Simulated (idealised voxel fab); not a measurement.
process module | voxel spacer lines
cross-section cut | 200 nm wide | cells 5 nm
A cross-section is a grid of square cells, given in bands from the top down. A band is one or more rows of cells.
Each band's line starts with the height of the band's top and of its bottom, in nm. Then come its materials from left to right, each with its width in nm. One material with "throughout" fills the band from edge to edge. "air" is empty space.
Height 0 is the level under which the wafer as received is all one material. The lowest band goes on downwards, as in "0 down".
A width such as "30 to 40" changes by the same amount from each row of cells to the next, from the band's top row to its bottom row.
"no change" after a step means that no cell of the cross-section changed.
closed voids: empty space of 8 cells or more with no open way to the top, each as width x height at its distance from the left edge, in nm
after a step's settings: what the simulator itself notes on the step
overlay nm, on a step with a mask: how far to the right of its planned place the mask lay; to the left if negative
plan
1 op RECEIVE | material Si
2 op CONFORMAL_DEP | material Al2O3 | thk nm 5
3 op DIRECTIONAL_DEP | material W | thk nm 15
4 op DIRECTIONAL_DEP | material polySi | thk nm 25
5 op PATTERN | tone cover | mask id MANDREL | material resist | width nm 20 | pitch nm 70 | thk nm 35 | overlay nm 0
6 op DIRECTIONAL_ETCH | etch materials polySi | depth nm 25
7 op STRIP | etch materials resist
8 op CONFORMAL_DEP | material SiN | thk nm 15
9 op DIRECTIONAL_ETCH | etch materials SiN | depth nm 15
10 op STRIP | etch materials polySi
11 op DIRECTIONAL_ETCH | etch materials W | depth nm 5
12 op STRIP | etch materials SiN
13 op FILL_DEP | material lowk | thk nm 5
14 op CMP | height nm 20
varied across the wafers: depth nm of step 11. The plan shows the first wafer's value. All wafers start alike
first wafer as received, after step 1
  0 down: Si throughout
  closed voids: none
each wafer at the end: cells of each material gained (+) or lost (-) since it was received, then its closed voids
depth nm 5 | +40 Al2O3 | +92 W | +28 lowk | closed voids: none
depth nm 10 | +40 Al2O3 | +64 W | +56 lowk | closed voids: none
depth nm 15 | +40 Al2O3 | +36 W | +84 lowk | closed voids: none
depth nm 20 | +40 Al2O3 | +36 W | +84 lowk | closed voids: none
depth nm 25 | +40 Al2O3 | +36 W | +84 lowk | closed voids: none
depth nm 30 | +40 Al2O3 | +36 W | +84 lowk | closed voids: none
